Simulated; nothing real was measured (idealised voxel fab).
process module | voxel capacitor over wiring
cross-section cut | 160 nm wide | cells 5 nm
A cross-section is a grid of square cells, given in bands from the top down. A band is one or more rows of cells.
Each band's line starts with the height of the band's top and of its bottom, in nm. Then come its materials from left to right, each with its width in nm. One material with "throughout" fills the band from edge to edge. "air" is empty space.
Height 0 is the level under which the wafer as received is all one material. The lowest band goes on downwards, as in "0 down".
A width such as "30 to 40" changes by the same amount from each row of cells to the next, from the band's top row to its bottom row.
"no change" after a step means that no cell of the cross-section changed.
closed voids: empty space of 8 cells or more with no open way to the top, each as width x height at its distance from the left edge, in nm
after a step's settings: what the simulator itself notes on the step
overlay nm, on a step with a mask: how far to the right of its planned place the mask lay; to the left if negative
plan
1 op RECEIVE | material Si
2 op CONFORMAL_DEP | material SiO2 | thk nm 15
3 op DIRECTIONAL_DEP | material TiN | thk nm 5
4 op DIRECTIONAL_DEP | material W | thk nm 20
5 op DIRECTIONAL_DEP | material aC | thk nm 15
6 op PATTERN | tone cover | mask id METAL_1 | material resist | width nm 30 | pitch nm 95 | thk nm 30 | overlay nm 0
7 op DIRECTIONAL_ETCH | etch materials aC | depth nm 15
8 op STRIP | etch materials resist
9 op DIRECTIONAL_ETCH | etch materials W | depth nm 20
10 op DIRECTIONAL_ETCH | etch materials TiN | depth nm 5
11 op STRIP | etch materials aC
12 op FILL_DEP | material lowk | thk nm 10
13 op CMP | height nm 40
14 op CONFORMAL_DEP | material SiCN | thk nm 5
15 op DIRECTIONAL_DEP | material SiO2 | thk nm 20
16 op PATTERN | tone open | mask id PLUG_1 | material resist | width nm 15 | thk nm 15 | overlay nm 0
17 op DIRECTIONAL_ETCH | etch materials SiO2 | depth nm 20
18 op DIRECTIONAL_ETCH | etch materials SiCN | depth nm 5
19 op STRIP | etch materials resist
20 op CONFORMAL_DEP | material TiN | thk nm 5
21 op FILL_DEP | material Cu | thk nm 10
22 op CMP | height nm 65
23 op DIRECTIONAL_DEP | material TiN | thk nm 10
24 op DIRECTIONAL_DEP | material SiN | thk nm 5
25 op DIRECTIONAL_DEP | material TiN | thk nm 5
26 op PATTERN | tone cover | mask id UPPER_PLATE | material resist | width nm 70 | thk nm 15 | overlay nm 0
27 op DIRECTIONAL_ETCH | etch materials TiN | depth nm 5
28 op DIRECTIONAL_ETCH | etch materials SiN | depth nm 5
29 op STRIP | etch materials resist
30 op PATTERN | tone cover | mask id LOWER_PLATE | material resist | width nm 80 | thk nm 15 | overlay nm 0
31 op DIRECTIONAL_ETCH | etch materials TiN | depth nm 10
32 op STRIP | etch materials resist
33 op FILL_DEP | material SiO2 | thk nm 20
34 op CMP | height nm 100
35 op MASKED_ETCH | tone open | mask id PLUG_2 | width nm 15 | etch materials SiO2 | depth nm 5 | overlay nm 0
36 op CONFORMAL_DEP | material TiN | thk nm 5
37 op FILL_DEP | material Ru | thk nm 10
38 op CMP | height nm 100
39 op CONFORMAL_DEP | material SiCN | thk nm 5
varied across the wafers: depth nm of step 35. The plan shows the first wafer's value. All wafers start alike
first wafer as received, after step 1
  0 down: Si throughout
  closed voids: none
first wafer at the end, after step 39
  105 to 100: SiCN throughout
  100 to 95: SiO2 40 | TiN 15 | SiO2 105
  95 to 85: SiO2 throughout
  85 to 80: SiO2 30 | TiN 70 | SiO2 60
  80 to 75: SiO2 30 | SiN 70 | SiO2 60
  75 to 65: SiO2 25 | TiN 80 | SiO2 55
  65 to 45: SiO2 30 | TiN 5 | Cu 5 | TiN 5 | SiO2 115
  45 to 40: SiCN 30 | TiN 15 | SiCN 115
  40 to 20: lowk 15 | W 30 | lowk 65 | W 30 | lowk 20
  20 to 15: lowk 15 | TiN 30 | lowk 65 | TiN 30 | lowk 20
  15 to 0: SiO2 throughout
  0 down: Si throughout
  closed voids: none
last wafer at the end
  105 to 100: SiCN throughout
  100 to 90: SiO2 40 | TiN 5 | Ru 5 | TiN 5 | SiO2 105
  90 to 80: SiO2 40 to 30 | TiN 15 to 70 | SiO2 105 to 60
  80 to 75: SiO2 30 | SiN 70 | SiO2 60
  75 to 65: SiO2 25 | TiN 80 | SiO2 55
  65 to 45: SiO2 30 | TiN 5 | Cu 5 | TiN 5 | SiO2 115
  45 to 40: SiCN 30 | TiN 15 | SiCN 115
  40 to 20: lowk 15 | W 30 | lowk 65 | W 30 | lowk 20
  20 to 15: lowk 15 | TiN 30 | lowk 65 | TiN 30 | lowk 20
  15 to 0: SiO2 throughout
  0 down: Si throughout
  closed voids: none
each wafer at the end: cells of each material gained (+) or lost (-) since it was received, then its closed voids
depth nm 5 | +4 Cu | +61 SiCN | +14 SiN | +373 SiO2 | +72 TiN | +48 W | +100 lowk | closed voids: none
depth nm 10 | +4 Cu | +1 Ru | +61 SiCN | +14 SiN | +370 SiO2 | +74 TiN | +48 W | +100 lowk | closed voids: none
depth nm 15 | +4 Cu | +2 Ru | +61 SiCN | +14 SiN | +367 SiO2 | +76 TiN | +48 W | +100 lowk | closed voids: none
depth nm 20 | +4 Cu | +2 Ru | +61 SiCN | +14 SiN | +367 SiO2 | +76 TiN | +48 W | +100 lowk | closed voids: none
depth nm 25 | +4 Cu | +2 Ru | +61 SiCN | +14 SiN | +367 SiO2 | +76 TiN | +48 W | +100 lowk | closed voids: none
depth nm 30 | +4 Cu | +2 Ru | +61 SiCN | +14 SiN | +367 SiO2 | +76 TiN | +48 W | +100 lowk | closed voids: none
